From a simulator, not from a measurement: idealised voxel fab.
The process module presented herein is designated voxel self aligned contacts.
The figure presents cross-section cut, which has a width of 160 nm and is divided into square cells with an edge length of 5 nm.
In this document a cross-section is written as a grid of square cells. It is given as a series of bands, listed from the top down, and a band is one or more rows of cells. Each band's line starts with the height of the band's top and of its bottom, in nm. Then come its materials from left to right, each with its width in nm. One material with "full width" fills the band from edge to edge. "blank" is empty space. The level at which height equals 0 is the one under which the wafer, as it arrives, is entirely one material. No lower edge exists for the bottom band, which continues downward and is notated as in "0 down". A two-number width, for instance "30..40", indicates that the width is equal to the first number in the top row of the band and to the second number in the bottom row, and that it changes by a constant amount per row of cells. No cell of the cross-section changed in a step that is given as "no change occurred". Closed empty spaces (no open way to the top) of 8 cells or more are what "Sealed voids" lists, each as width x height at distance from the left edge, nm for all three. Whatever follows a step's settings on its line is a remark the simulator itself makes about that step. For masked steps, "overlay nm" on the step line gives how far right of plan the mask actually lay; a minus sign means it lay to the left.
# The steps planned for the process are as follows
| 1 | RECEIVE | material Si |
| 2 | CONFORMAL_DEP | material SiO2 | thk nm 5 |
| 3 | DIRECTIONAL_DEP | material polySi | thk nm 20 |
| 4 | DIRECTIONAL_DEP | material SiN | thk nm 15 |
| 5 | DIRECTIONAL_DEP | material aC | thk nm 15 |
| 6 | PATTERN | tone cover | mask id GATE | material resist | width nm 30 | pitch nm 65 | thk nm 30 | overlay nm 0 |
| 7 | DIRECTIONAL_ETCH | etch materials aC | depth nm 15 |
| 8 | STRIP | etch materials resist |
| 9 | DIRECTIONAL_ETCH | etch materials SiN | depth nm 15 |
| 10 | DIRECTIONAL_ETCH | etch materials polySi | depth nm 20 |
| 11 | STRIP | etch materials aC |
| 12 | CONFORMAL_DEP | material SiN | thk nm 5 |
| 13 | DIRECTIONAL_ETCH | etch materials SiN | depth nm 5 |
| 14 | FILL_DEP | material SiO2 | thk nm 15 |
| 15 | CMP | height nm 45 |
| 16 | DIRECTIONAL_DEP | material aC | thk nm 15 |
| 17 | PATTERN | tone open | mask id CONTACT | material resist | width nm 45 | thk nm 30 | overlay nm 0 |
| 18 | DIRECTIONAL_ETCH | etch materials aC | depth nm 15 |
| 19 | STRIP | etch materials resist |
| 20 | DIRECTIONAL_ETCH | etch materials SiO2 | depth nm 45 |
| 21 | STRIP | etch materials aC |
| 22 | CONFORMAL_DEP | material TiN | thk nm 5 |
| 23 | FILL_DEP | material W | thk nm 10 |
| 24 | CMP | height nm 45 |
| 25 | CONFORMAL_DEP | material SiCN | thk nm 5 |
# As-received state of the wafer in cross-section, equivalent to post-step 1
  0 down: Si full width
  Sealed voids: none
# Cross-section taken at module completion on the first of two wafers; processed per the plan
  50 to 45: SiCN full width
  45 to 40: 55 nm SiO2; 15 nm TiN; 15 nm W; 15 nm TiN; 60 nm SiO2
  40 to 25: 25 nm SiO2; 40 nm SiN; 5 nm TiN; 15 nm W; 5 nm TiN; 40 nm SiN; 30 nm SiO2
  25 to 5: 25 nm SiO2; 5 nm SiN; 30 nm polySi; 5 nm SiN; 5 nm TiN; 15 nm W; 5 nm TiN; 5 nm SiN; 30 nm polySi; 5 nm SiN; 30 nm SiO2
  5 to 0: 65 nm SiO2; 25 nm TiN; 70 nm SiO2
  0 down: Si full width
  Sealed voids: none
# This is the second of the two wafers, cross-sectioned at the end of the module; it started exactly like the first and was given the same plan, but it was run with one mistake
  50 to 45: SiCN full width
  45 to 40: 55 nm SiO2; 15 nm TiN; 15 nm W; 15 nm TiN; 60 nm SiO2
  40 to 30: 25 nm SiO2; 40 nm SiN; 5 nm TiN; 15 nm W; 5 nm TiN; 40 nm SiN; 30 nm SiO2
  30 to 25: 25 nm SiO2; 40 nm SiN; 25 nm TiN; 40 nm SiN; 30 nm SiO2
  25 to 5: SiCN full width
  5 to 0: SiO2 full width
  0 down: Si full width
  Sealed voids: none
Short version of what went wrong: planned and actual differ for step 3; actual: DIRECTIONAL_DEP | material SiCN | thk nm 20
at the end the second wafer has, in cells: SiCN +128, SiN -16, SiO2 -39, TiN -10, W -15, polySi -48
